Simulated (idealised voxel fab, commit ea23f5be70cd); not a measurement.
process module | voxel capacitor over wiring
cross-section cut | 195 nm wide | cells 5 nm
A cross-section is a grid of square cells, given in bands from the top down. A band is one or more rows of cells.
Each band's line starts with the height of the band's top and of its bottom, in nm. Then come its materials from left to right, each with its width in nm. One material with "throughout" fills the band from edge to edge. "air" is empty space.
Height 0 is the level under which the wafer as received is all one material. The lowest band goes on downwards, as in "0 down".
A width such as "30 to 40" changes by the same amount from each row of cells to the next, from the band's top row to its bottom row.
"no change" after a step means that no cell of the cross-section changed.
closed voids: empty space of 8 cells or more with no open way to the top, each as width x height at its distance from the left edge, in nm
after a step's settings: what the simulator itself notes on the step
overlay nm, on a step with a mask: how far to the right of its planned place the mask lay; to the left if negative
plan
1 op RECEIVE | material Si
2 op CONFORMAL_DEP | material SiO2 | thk nm 10
3 op CONFORMAL_DEP | material SiN | thk nm 5
4 op DIRECTIONAL_DEP | material lowk | thk nm 15
5 op PATTERN | tone open | mask id METAL_1 | material resist | width nm 25 | pitch nm 95 | thk nm 20 | overlay nm 0
6 op DIRECTIONAL_ETCH | etch materials lowk | depth nm 15
7 op DIRECTIONAL_ETCH | etch materials SiN | depth nm 5
8 op STRIP | etch materials resist
9 op CONFORMAL_DEP | material TiN | thk nm 5
10 op FILL_DEP | material Cu | thk nm 5
11 op CMP | height nm 30
12 op CONFORMAL_DEP | material SiCN | thk nm 5
13 op DIRECTIONAL_DEP | material SiO2 | thk nm 15
14 op MASKED_ETCH | tone open | mask id PLUG_1 | width nm 15 | etch materials SiO2 | depth nm 15 | overlay nm 0
15 op MASKED_ETCH | tone open | mask id PLUG_1 | width nm 15 | etch materials SiCN | depth nm 5 | overlay nm 0
16 op CONFORMAL_DEP | material TiN | thk nm 5
17 op FILL_DEP | material Cu | thk nm 5
18 op CMP | height nm 50
19 op DIRECTIONAL_DEP | material TiN | thk nm 10
20 op DIRECTIONAL_DEP | material HfO2 | thk nm 5
21 op DIRECTIONAL_DEP | material TiN | thk nm 5
22 op DIRECTIONAL_DEP | material aC | thk nm 15
23 op PATTERN | tone cover | mask id UPPER_PLATE | material resist | width nm 75 | thk nm 30 | overlay nm 0
24 op DIRECTIONAL_ETCH | etch materials aC | depth nm 15
25 op STRIP | etch materials resist
26 op DIRECTIONAL_ETCH | etch materials TiN | depth nm 5
27 op DIRECTIONAL_ETCH | etch materials HfO2 | depth nm 5
28 op STRIP | etch materials aC
29 op PATTERN | tone cover | mask id LOWER_PLATE | material resist | width nm 85 | thk nm 15 | overlay nm 0
30 op DIRECTIONAL_ETCH | etch materials TiN | depth nm 10
31 op STRIP | etch materials resist
32 op FILL_DEP | material SiO2 | thk nm 15
33 op CMP | height nm 80
34 op PATTERN | tone open | mask id PLUG_2 | material resist | width nm 15 | thk nm 20 | overlay nm 0
35 op DIRECTIONAL_ETCH | etch materials SiO2 | depth nm 10
36 op STRIP | etch materials resist
37 op CONFORMAL_DEP | material TiN | thk nm 5
38 op FILL_DEP | material W | thk nm 5
39 op CMP | height nm 80
40 op CONFORMAL_DEP | material SiCN | thk nm 5
as received, after step 1
  0 down: Si throughout
  closed voids: none
a wafer at the end: this start, this plan, one mistake
  85 to 80: SiCN throughout
  80 to 75: SiO2 55 | TiN 5 | W 5 | TiN 5 | SiO2 125
  75 to 70: SiO2 55 | TiN 15 | SiO2 125
  70 to 65: SiO2 40 | TiN 5 | SiO2 75 | TiN 5 | SiO2 70
  65 to 60: HfO2 45 | SiO2 75 | HfO2 75
  60 to 50: TiN throughout
  50 to 35: SiO2 45 | TiN 5 | Cu 5 | TiN 5 | SiO2 135
  35 to 30: SiCN 45 | TiN 15 | SiCN 135
  30 to 15: lowk 35 | TiN 5 | Cu 15 | TiN 5 | lowk 70 | TiN 5 | Cu 15 | TiN 5 | lowk 40
  15 to 10: SiN 35 | TiN 25 | SiN 70 | TiN 25 | SiN 40
  10 to 0: SiO2 throughout
  0 down: Si throughout
  closed voids: none
what went wrong: step 23 ran as: op PATTERN | tone open | mask id UPPER_PLATE | material resist | width nm 75 | thk nm 30 | overlay nm 0
